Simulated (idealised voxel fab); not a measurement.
Title: Process Module voxel ribs on slabs
Cross-section cut: width 155 nm, square cells of 5 nm.
Reading order for cross-sections: top band down to bottom band. Underlying form: a grid of square cells. Band size: one or more rows of cells. This entry defines a band. It first specifies the height of the band's top and the height of its bottom in nm, and then specifies the band's materials from left to right, stating each material with its width in nm. The word "everywhere" identifies a single material that fills the band from edge to edge, while the word "empty" identifies empty space. The level at which height equals 0 is the one under which the wafer, as it arrives, is entirely one material. No lower edge exists for the bottom band, which continues downward and is notated as in "top 0, no bottom". Per-row width for "30..40": begins at first number (top row of band), ends at second number (bottom row), increment between rows held constant. Reading "no alteration" for a step: not a cell of the cross-section changed in it. Listed in "Closed void catalog": every empty space of 8 or more cells without an open way to the top. Form: width x height at distance, the distance being from the left edge, all in nm. If you see something after the settings on a step's line, that's the simulator's own remark about that step. The line of a step may include "overlay nm". On a step with a mask, this value is how far to the right of its planned place the mask lay. A negative value means the mask lay to the left.
### This section lists the process steps that were planned
step 1: RECEIVE, material Si
step 2: DIRECTIONAL_DEP, material SiO2, thk nm 30
step 3: DIRECTIONAL_DEP, material polySi, thk nm 25
step 4: PATTERN, tone cover, mask id RIB, material resist, width nm 30, thk nm 15, overlay nm 0
step 5: DIRECTIONAL_ETCH, etch materials polySi, depth nm 10
step 6: STRIP, etch materials resist
step 7: MASKED_ETCH, tone cover, mask id SLAB, width nm 60, etch materials polySi, depth nm 15, overlay nm 0
step 8: FILL_DEP, material SiO2, thk nm 25
step 9: CMP, height nm 70
step 10: DIRECTIONAL_DEP, material W, thk nm 10
step 11: PATTERN, tone cover, mask id HEATER, material resist, width nm 40, thk nm 15, overlay nm 0
step 12: DIRECTIONAL_ETCH, etch materials W, depth nm 10
step 13: STRIP, etch materials resist
step 14: CONFORMAL_DEP, material SiO2, thk nm 10
### Cross-sectional view of the wafer in its as-received condition, corresponding to the state after step 1
top 0, no bottom = Si everywhere
Closed void catalog: none
### Cross-section taken at module completion on the first of two wafers; processed per the plan
top 90, bottom 80 = empty 45 / SiO2 60 / empty 50
top 80, bottom 70 = SiO2 55 / W 40 / SiO2 60
top 70, bottom 55 = SiO2 everywhere
top 55, bottom 45 = SiO2 60 / polySi 30 / SiO2 65
top 45, bottom 30 = SiO2 45 / polySi 60 / SiO2 50
top 30, bottom 0 = SiO2 everywhere
top 0, no bottom = Si everywhere
Closed void catalog: none
### Presented here is a cross-section of the second of the two wafers as it stood at the end of the module. It was started in the same manner and assigned the same plan as the first wafer; however, one mistake was made in its execution
top 90, bottom 80 = empty 45 / SiO2 60 / empty 50
top 80, bottom 70 = SiO2 55 / W 40 / SiO2 60
top 70, bottom 60 = SiO2 45 / polySi 60 / SiO2 50
top 60, bottom 0 = SiO2 everywhere
top 0, no bottom = Si everywhere
Closed void catalog: none
Run error: plan step 2 was twice executed
Final wafer comparison in cells, second versus first, more or fewer per material: SiO2: 24 more; polySi: 24 fewer
